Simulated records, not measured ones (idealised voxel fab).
Documented hereafter: the process module known as voxel self aligned vias.
The cross-section shown here is cut; it is 225 nm wide and divided into square cells measuring 5 nm on a side.
When this document writes out a cross-section, it uses a grid of square cells and lists it as bands, beginning at the top and moving down, with a band standing for one or more rows of cells.
Top height, bottom height, nm. Materials left to right, width each, nm. Single material + "edge to edge" = fills band edge to edge. "empty" = empty.
Heights are expressed relative to 0, this being the level below which the as-received wafer comprises one material exclusively. The lowest band is unbounded in the downward direction and is denoted as in "0 down".
Width spec "30 to 40" -> top row of cells at first value, bottom row at second value, equal per-row change in between.
Where a step carries "same as before", the cross-section came out of it unchanged, cell for cell.
Each empty space that has no open way to the top and spans at least 8 cells appears under "Cavities, sealed" as width x height at distance, the distance counted from the left edge, all in nm.
It should be noted that, on the line of a given step, the content following the step's settings is a remark produced by the simulator itself with respect to that step.
A step's line can hold "overlay nm"; with a mask on that step, the setting says how far right of the planned place the mask lay, while a negative setting says it lay to the left.
### Steps planned for the process
1) op RECEIVE | material Si
2) op CONFORMAL_DEP | material SiO2 | thk nm 15
3) op CONFORMAL_DEP | material SiCN | thk nm 5
4) op DIRECTIONAL_DEP | material lowk | thk nm 20
5) op PATTERN | tone open | mask id LINES | material resist | width nm 20 | pitch nm 65 | thk nm 15 | overlay nm 0
6) op DIRECTIONAL_ETCH | etch materials lowk | depth nm 20
7) op STRIP | etch materials resist
8) op CONFORMAL_DEP | material TiN | thk nm 5
9) op FILL_DEP | material Ru | thk nm 5
10) op CMP | height nm 40
11) op SELECTIVE_ETCH | etch materials W Ru TiN | depth nm 5
12) op FILL_DEP | material SiN | thk nm 10
13) op CMP | height nm 40
14) op DIRECTIONAL_DEP | material lowk | thk nm 15
15) op DIRECTIONAL_DEP | material aC | thk nm 15
16) op PATTERN | tone open | mask id VIAS | material resist | width nm 40 | pitch nm 65 | thk nm 35 | overlay nm 0
17) op DIRECTIONAL_ETCH | etch materials aC | depth nm 15
18) op STRIP | etch materials resist
19) op DIRECTIONAL_ETCH | etch materials lowk | depth nm 15
20) op DIRECTIONAL_ETCH | etch materials SiN | depth nm 5
21) op STRIP | etch materials aC
22) op CONFORMAL_DEP | material TiN | thk nm 5
23) op FILL_DEP | material W | thk nm 5
24) op CMP | height nm 55
25) op CONFORMAL_DEP | material SiCN | thk nm 5
### as received, after step 1
- 0 down = Si edge to edge
- Cavities, sealed: none
### The module was run from the start shown above using the plan shown above, but one mistake was made doing it; the resulting wafer cross-section is below
- 60 to 55 = SiCN edge to edge
- 55 to 45 = lowk=25, then TiN=5, then W=30, then TiN=5, then lowk=25, then TiN=5, then W=30, then TiN=5, then lowk=25, then TiN=5, then W=30, then TiN=5, then lowk=30
- 45 to 40 = lowk=25, then TiN=20, then W=5, then TiN=15, then lowk=25, then TiN=20, then W=5, then TiN=15, then lowk=25, then TiN=20, then W=5, then TiN=15, then lowk=30
- 40 to 35 = lowk=40, then TiN=15, then lowk=50, then TiN=15, then lowk=50, then TiN=15, then lowk=40
- 35 to 25 = lowk=40, then TiN=5, then Ru=5, then TiN=5, then lowk=50, then TiN=5, then Ru=5, then TiN=5, then lowk=50, then TiN=5, then Ru=5, then TiN=5, then lowk=40
- 25 to 20 = lowk=40, then TiN=15, then lowk=50, then TiN=15, then lowk=50, then TiN=15, then lowk=40
- 20 to 15 = SiCN edge to edge
- 15 to 0 = SiO2 edge to edge
- 0 down = Si edge to edge
- Cavities, sealed: none
Diagnosis: heads up, step 5 didn't go per plan, it actually ran as op PATTERN | tone open | mask id LINES | material resist | width nm 15 | pitch nm 65 | thk nm 15 | overlay nm 0
